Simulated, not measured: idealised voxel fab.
The following process module bears the name voxel trench capacitor.
Shown is cross-section cut, with a width of 265 nm and square cells of size 5 nm.
For the purposes of this document, a cross-section shall be understood as a grid of square cells, specified as bands listed in top-to-bottom order, each band consisting of one or more rows of cells.
The entry gives the band's vertical extent as a top height and a bottom height in nm, then its horizontal make-up as materials from left to right, each with a width in nm. "blank" stands for empty space; a single material marked "edge to edge" fills the band edge to edge.
Below 0: as-received wafer, all one material; heights counted from there. Lowest band: no bottom, goes on down, written "0 and below".
Think of "30..40" as a width that walks from the first number to the second as you go down the band, top row to bottom row, taking equal-sized steps from row to row.
The cross-section has no changed cell in any step marked "no modification".
What "Unvented voids" gives you is every empty space of 8 cells or more that is cut off from the top. Each appears as width x height at distance, with the distance taken from the left edge and width, height and distance all in nm.
Text after the settings on a step's line: the simulator's own remark on that step.
When a step includes a mask, the "overlay nm" setting on its line states how far to the right of its planned place that mask lay, and negative values state how far to the left.

Intended process steps:
1,RECEIVE (material Si)
2,CONFORMAL_DEP (material SiN; thk nm 5)
3,DIRECTIONAL_DEP (material aC; thk nm 15)
4,PATTERN (tone open; mask id TRENCH; material resist; width nm 25; pitch nm 55; thk nm 35; overlay nm 0)
5,DIRECTIONAL_ETCH (etch materials aC; depth nm 15)
6,STRIP (etch materials resist)
7,DIRECTIONAL_ETCH (etch materials SiN; depth nm 5)
8,DIRECTIONAL_ETCH (etch materials Si; depth nm 40)
9,STRIP (etch materials aC)
10,CONFORMAL_DEP (material HfO2; thk nm 5)
11,CONFORMAL_DEP (material TiN; thk nm 5)
12,FILL_DEP (material W; thk nm 5)
13,CMP (height nm 5)

Cross-section of the wafer at receipt, which is the condition after step 1:
* 0 and below = Si edge to edge
* Unvented voids: none

Here's the wafer cut in cross-section after the module, started and planned just like above, except one thing was done wrong in the run:
* 5 down to 0 = SiN=35  HfO2=5  TiN=5  W=5  TiN=5  HfO2=5  SiN=30  HfO2=5  TiN=5  W=5  TiN=5  HfO2=5  SiN=30  HfO2=5  TiN=5  W=5  TiN=5  HfO2=5  SiN=30  HfO2=5  TiN=5  W=5  TiN=5  HfO2=5  SiN=40
* 0 down to -70 = Si=35  HfO2=5  TiN=5  W=5  TiN=5  HfO2=5  Si=30  HfO2=5  TiN=5  W=5  TiN=5  HfO2=5  Si=30  HfO2=5  TiN=5  W=5  TiN=5  HfO2=5  Si=30  HfO2=5  TiN=5  W=5  TiN=5  HfO2=5  Si=40
* -70 down to -75 = Si=35  HfO2=5  TiN=15  HfO2=5  Si=30  HfO2=5  TiN=15  HfO2=5  Si=30  HfO2=5  TiN=15  HfO2=5  Si=30  HfO2=5  TiN=15  HfO2=5  Si=40
* -75 down to -80 = Si=35  HfO2=25  Si=30  HfO2=25  Si=30  HfO2=25  Si=30  HfO2=25  Si=40
* -80 and below = Si edge to edge
* Unvented voids: none
Misprocessing identified: heads up, step 8 of the plan got done twice
